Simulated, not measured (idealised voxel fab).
process module | voxel self aligned vias
cross-section cut | 295 nm wide | cells 5 nm
A cross-section is a grid of square cells, given in bands from the top down. A band is one or more rows of cells.
Each band's line starts with the height of the band's top and of its bottom, in nm. Then come its materials from left to right, each with its width in nm. One material with "throughout" fills the band from edge to edge. "air" is empty space.
Height 0 is the level under which the wafer as received is all one material. The lowest band goes on downwards, as in "0 down".
A width such as "30 to 40" changes by the same amount from each row of cells to the next, from the band's top row to its bottom row.
"no change" after a step means that no cell of the cross-section changed.
closed voids: empty space of 8 cells or more with no open way to the top, each as width x height at its distance from the left edge, in nm
after a step's settings: what the simulator itself notes on the step
overlay nm, on a step with a mask: how far to the right of its planned place the mask lay; to the left if negative
plan
1 op RECEIVE | material Si
2 op CONFORMAL_DEP | material SiO2 | thk nm 10
3 op CONFORMAL_DEP | material SiCN | thk nm 5
4 op DIRECTIONAL_DEP | material SiO2 | thk nm 25
5 op DIRECTIONAL_DEP | material aC | thk nm 15
6 op PATTERN | tone open | mask id LINES | material resist | width nm 20 | pitch nm 55 | thk nm 30 | overlay nm 0
7 op DIRECTIONAL_ETCH | etch materials aC | depth nm 15
8 op STRIP | etch materials resist
9 op DIRECTIONAL_ETCH | etch materials SiO2 | depth nm 25
10 op STRIP | etch materials aC
11 op CONFORMAL_DEP | material TiN | thk nm 5
12 op FILL_DEP | material W | thk nm 10
13 op CMP | height nm 40
14 op SELECTIVE_ETCH | etch materials W Ru TiN | depth nm 5
15 op FILL_DEP | material SiN | thk nm 5
16 op CMP | height nm 40
17 op DIRECTIONAL_DEP | material SiO2 | thk nm 20
18 op MASKED_ETCH | tone open | mask id VIAS | width nm 30 | pitch nm 55 | etch materials SiO2 | depth nm 20 | overlay nm 0
19 op MASKED_ETCH | tone open | mask id VIAS | width nm 30 | pitch nm 55 | etch materials SiN | depth nm 5 | overlay nm 0
20 op CONFORMAL_DEP | material TiN | thk nm 5
21 op FILL_DEP | material Ru | thk nm 10
22 op CMP | height nm 60
23 op CONFORMAL_DEP | material SiN | thk nm 5
as received, after step 1
  0 down: Si throughout
  closed voids: none
a wafer at the end: this start, this plan, one mistake
  80 to 75: SiN throughout
  75 to 65: Ru throughout
  65 to 60: TiN 80 | Ru 20 | TiN 35 | Ru 20 | TiN 35 | Ru 20 | TiN 85
  60 to 45: SiO2 75 | TiN 5 | Ru 20 | TiN 5 | SiO2 25 | TiN 5 | Ru 20 | TiN 5 | SiO2 25 | TiN 5 | Ru 20 | TiN 5 | SiO2 80
  45 to 40: SiO2 75 | TiN 10 | Ru 10 | TiN 10 | SiO2 25 | TiN 10 | Ru 10 | TiN 10 | SiO2 25 | TiN 10 | Ru 10 | TiN 10 | SiO2 80
  40 to 35: SiO2 80 | TiN 20 | SiO2 35 | TiN 20 | SiO2 35 | TiN 20 | SiO2 85
  35 to 20: SiO2 80 | TiN 5 | W 10 | TiN 5 | SiO2 35 | TiN 5 | W 10 | TiN 5 | SiO2 35 | TiN 5 | W 10 | TiN 5 | SiO2 85
  20 to 15: SiO2 80 | TiN 20 | SiO2 35 | TiN 20 | SiO2 35 | TiN 20 | SiO2 85
  15 to 10: SiCN throughout
  10 to 0: SiO2 throughout
  0 down: Si throughout
  closed voids: none
what went wrong: step 22 was left out
